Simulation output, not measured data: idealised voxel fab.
Module name: voxel transistor to metal (process module)
Square cells of 5 nm make up the cross-section cut, whose width is 205 nm.
Cross-section layout: square cells on a grid; listed as bands, top to bottom; a band spans one or more cell rows. Within each band entry, the heights of the top and of the bottom of the band appear first, in that order and in nm; the materials of the band then follow from left to right, each with its corresponding width in nm. The designation "all across" on a single material indicates that it fills the band from edge to edge; the designation "air" indicates empty space. Zero point of the height axis is 0; under it, received wafer = one material. Lowest band: continues down indefinitely, "0..down". Width "30->40": first value at the band's top row of cells, second value at its bottom row, equal change from row to row. It should be understood that the words "all unchanged", when stated for a given step, signify that the cross-section underwent no change in any of its cells during that step. The list in "Sealed void inventory" covers empty spaces of 8 cells or more that cannot reach the top through any open way, and it gives each as width x height at distance; the distance is from the left edge, and width, height and distance are in nm. after a step's settings: what the simulator itself notes on the step. "overlay nm" answers the question of how far to the right of plan the mask lay on a step that has a mask, and when it is negative the answer is to the left.

[Steps planned for the process]
1. RECEIVE: material Si
2. CONFORMAL_DEP: material SiO2, thk nm 5
3. CONFORMAL_DEP: material SiN, thk nm 15
4. DIRECTIONAL_DEP: material aC, thk nm 15
5. PATTERN: tone cover, mask id ACTIVE, material resist, width nm 105, thk nm 30, overlay nm 0
6. DIRECTIONAL_ETCH: etch materials aC, depth nm 15
7. STRIP: etch materials resist
8. DIRECTIONAL_ETCH: etch materials SiN, depth nm 15
9. DIRECTIONAL_ETCH: etch materials SiO2, depth nm 5
10. DIRECTIONAL_ETCH: etch materials Si, depth nm 35
11. STRIP: etch materials aC
12. FILL_DEP: material SiO2, thk nm 15
13. CMP: height nm 20
14. SELECTIVE_ETCH: etch materials SiO2, depth nm 15
15. STRIP: etch materials SiN
16. SELECTIVE_ETCH: etch materials SiO2, depth nm 5
17. OXIDIZE: depth nm 5
18. DIRECTIONAL_DEP: material polySi, thk nm 20
19. DIRECTIONAL_DEP: material SiCN, thk nm 10
20. MASKED_ETCH: tone cover, mask id GATE, width nm 25, etch materials SiCN, depth nm 20, overlay nm -10
21. MASKED_ETCH: tone cover, mask id GATE, width nm 25, etch materials polySi, depth nm 30, overlay nm 0
22. CONFORMAL_DEP: material SiO2, thk nm 5
23. DIRECTIONAL_ETCH: etch materials SiO2, depth nm 5
24. CONFORMAL_DEP: material SiN, thk nm 10
25. DIRECTIONAL_ETCH: etch materials SiN, depth nm 10
26. DIRECTIONAL_ETCH: etch materials SiO2, depth nm 5
27. DIRECTIONAL_ETCH: etch materials Si, depth nm 15
28. EPI: material nSi, thk nm 15
29. FILL_DEP: material SiO2, thk nm 5
30. CMP: height nm 30
31. DIRECTIONAL_DEP: material SiO2, thk nm 15
32. PATTERN: tone open, mask id CONTACT, material resist, width nm 25, pitch nm 60, thk nm 20, overlay nm 0
33. DIRECTIONAL_ETCH: etch materials SiO2, depth nm 35
34. STRIP: etch materials resist
35. CONFORMAL_DEP: material TiN, thk nm 5
36. FILL_DEP: material Ru, thk nm 5
37. CMP: height nm 45
38. DIRECTIONAL_DEP: material TiN, thk nm 5
39. DIRECTIONAL_DEP: material Ru, thk nm 20
40. PATTERN: tone cover, mask id METAL_1, material resist, width nm 15, pitch nm 70, thk nm 20, overlay nm 0
41. DIRECTIONAL_ETCH: etch materials Ru, depth nm 20
42. DIRECTIONAL_ETCH: etch materials TiN, depth nm 5
43. STRIP: etch materials resist
44. CONFORMAL_DEP: material SiN, thk nm 5
45. FILL_DEP: material SiO2, thk nm 5
46. CMP: height nm 70
47. CONFORMAL_DEP: material SiN, thk nm 5
Every wafer here starts from the same state; it is the step 20 overlay nm that distinguishes them, and the value the plan gives belongs to the first wafer.

[The as-received cross-section of the first of several wafers corresponds to the state after step 1]
0..down = Si all across
Sealed void inventory: none

[Basically each wafer gets a line in the table, showing it at the end of the module: material by material, the cells it gained (+) or lost (-) since we got it, then its closed voids]
overlay nm -10 | +44 Ru | -185 Si | +10 SiCN | +116 SiN | +520 SiO2 | +40 TiN | +42 nSi | +28 polySi | Sealed void inventory: none
overlay nm -5 | +42 Ru | -188 Si | +10 SiCN | +116 SiN | +522 SiO2 | +44 TiN | +45 nSi | +24 polySi | Sealed void inventory: none
overlay nm 0 | +44 Ru | -191 Si | +10 SiCN | +116 SiN | +528 SiO2 | +40 TiN | +48 nSi | +20 polySi | Sealed void inventory: none
overlay nm 5 | +42 Ru | -188 Si | +10 SiCN | +116 SiN | +522 SiO2 | +44 TiN | +45 nSi | +24 polySi | Sealed void inventory: none
overlay nm 10 | +44 Ru | -185 Si | +10 SiCN | +116 SiN | +520 SiO2 | +40 TiN | +42 nSi | +28 polySi | Sealed void inventory: none
